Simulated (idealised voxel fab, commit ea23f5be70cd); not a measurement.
The process module presented herein is designated voxel wiring stack.
The figure presents cross-section cut, which has a width of 240 nm and is divided into square cells with an edge length of 5 nm.
Heads up, the way a cross-section reads in here is a grid of square cells, handed over as bands from the top down, with every band being one or more rows of cells.
A band entry consists of two parts. The first gives the height of the band's top and the height of its bottom, in nm. The rest lists the band's materials from left to right, each with its width in nm. A single material labelled with the word "throughout" fills the band from edge to edge, and the word "blank" marks empty space.
Height is counted from the level 0, under which the received wafer is composed throughout of one material. The lowest of the bands is not closed at the bottom but continues downward, in the notation "0 down".
Read "30..40" as a graded width: first number on top, second number at the bottom, same change between each pair of neighbouring rows.
For the purposes of this document, the phrase "changes: none" attached to a step denotes that no cell within the cross-section was modified by that step.
Basically, "Closed cavities" tells you about the enclosed voids: empty spaces with no open way to the top, 8 cells or bigger, each written width x height at distance, where distance is from the left edge, all in nm.
What comes after the settings on a step's line is commentary from the simulator itself on that step.
overlay nm: on a step with a mask, how far right of its planned place the mask lay; negative means left.

Here's what the planned process steps look like:
- 1: RECEIVE (material Si)
- 2: CONFORMAL_DEP (material SiO2; thk nm 15)
- 3: DIRECTIONAL_DEP (material TiN; thk nm 5)
- 4: DIRECTIONAL_DEP (material Ru; thk nm 20)
- 5: MASKED_ETCH (tone cover; mask id METAL_1; width nm 25; pitch nm 50; etch materials Ru; depth nm 20; overlay nm 0)
- 6: MASKED_ETCH (tone cover; mask id METAL_1; width nm 25; pitch nm 50; etch materials TiN; depth nm 5; overlay nm 0)
- 7: CONFORMAL_DEP (material SiCN; thk nm 5)
- 8: FILL_DEP (material lowk; thk nm 5)
- 9: CMP (height nm 40)
- 10: CONFORMAL_DEP (material SiCN; thk nm 5)
- 11: DIRECTIONAL_DEP (material SiO2; thk nm 20)
- 12: DIRECTIONAL_DEP (material aC; thk nm 15)
- 13: PATTERN (tone open; mask id PLUG_1; material resist; width nm 15; pitch nm 100; thk nm 30; overlay nm 0)
- 14: DIRECTIONAL_ETCH (etch materials aC; depth nm 15)
- 15: STRIP (etch materials resist)
- 16: DIRECTIONAL_ETCH (etch materials SiO2; depth nm 20)
- 17: DIRECTIONAL_ETCH (etch materials SiCN; depth nm 5)
- 18: STRIP (etch materials aC)
- 19: CONFORMAL_DEP (material TiN; thk nm 5)
- 20: FILL_DEP (material Cu; thk nm 5)
- 21: CMP (height nm 65)
- 22: DIRECTIONAL_DEP (material TiN; thk nm 5)
- 23: DIRECTIONAL_DEP (material Ru; thk nm 20)
- 24: MASKED_ETCH (tone cover; mask id METAL_2; width nm 25; pitch nm 50; etch materials Ru; depth nm 20; overlay nm 0)
- 25: MASKED_ETCH (tone cover; mask id METAL_2; width nm 25; pitch nm 50; etch materials TiN; depth nm 5; overlay nm 0)
- 26: CONFORMAL_DEP (material SiCN; thk nm 5)
- 27: FILL_DEP (material lowk; thk nm 10)
- 28: CMP (height nm 90)
- 29: CONFORMAL_DEP (material SiCN; thk nm 5)
- 30: DIRECTIONAL_DEP (material lowk; thk nm 30)
- 31: DIRECTIONAL_DEP (material aC; thk nm 15)
- 32: PATTERN (tone open; mask id METAL_3; material resist; width nm 25; pitch nm 50; thk nm 35; overlay nm 0)
- 33: DIRECTIONAL_ETCH (etch materials aC; depth nm 5)
- 34: STRIP (etch materials resist)
- 35: DIRECTIONAL_ETCH (etch materials lowk; depth nm 20)
- 36: STRIP (etch materials aC)
- 37: MASKED_ETCH (tone open; mask id METAL_3_HOLES; width nm 15; pitch nm 100; etch materials lowk; depth nm 10; overlay nm 0)
- 38: MASKED_ETCH (tone open; mask id METAL_3_HOLES; width nm 15; pitch nm 100; etch materials SiCN; depth nm 5; overlay nm 0)
- 39: CONFORMAL_DEP (material TiN; thk nm 5)
- 40: FILL_DEP (material Cu; thk nm 5)
- 41: CMP (height nm 125)
- 42: CONFORMAL_DEP (material SiCN; thk nm 5)
For clarity, it should be stated that the wafers under discussion commence in an identical condition and differ with respect to the depth nm of step 33, the plan indicating the value that the first wafer had.

Cross-section of the first of several wafers as received (after step 1):
* 0 down: Si throughout
* Closed cavities: none

The following table contains a row per wafer, in which are reported, at the conclusion of the module, the cells of each material gained (+) or lost (-) since the wafer's receipt, with its closed voids given thereafter:
depth nm 5 | +10 Cu | +120 Ru | +252 SiCN | +312 SiO2 | +62 TiN | +492 lowk | Closed cavities: none
depth nm 10 | +10 Cu | +120 Ru | +252 SiCN | +312 SiO2 | +62 TiN | +492 lowk | Closed cavities: none
depth nm 15 | +41 Cu | +120 Ru | +246 SiCN | +312 SiO2 | +97 TiN | +432 lowk | Closed cavities: none
depth nm 20 | +41 Cu | +120 Ru | +246 SiCN | +312 SiO2 | +97 TiN | +432 lowk | Closed cavities: none
depth nm 25 | +41 Cu | +120 Ru | +246 SiCN | +312 SiO2 | +97 TiN | +432 lowk | Closed cavities: none
depth nm 30 | +41 Cu | +120 Ru | +246 SiCN | +312 SiO2 | +97 TiN | +432 lowk | Closed cavities: none
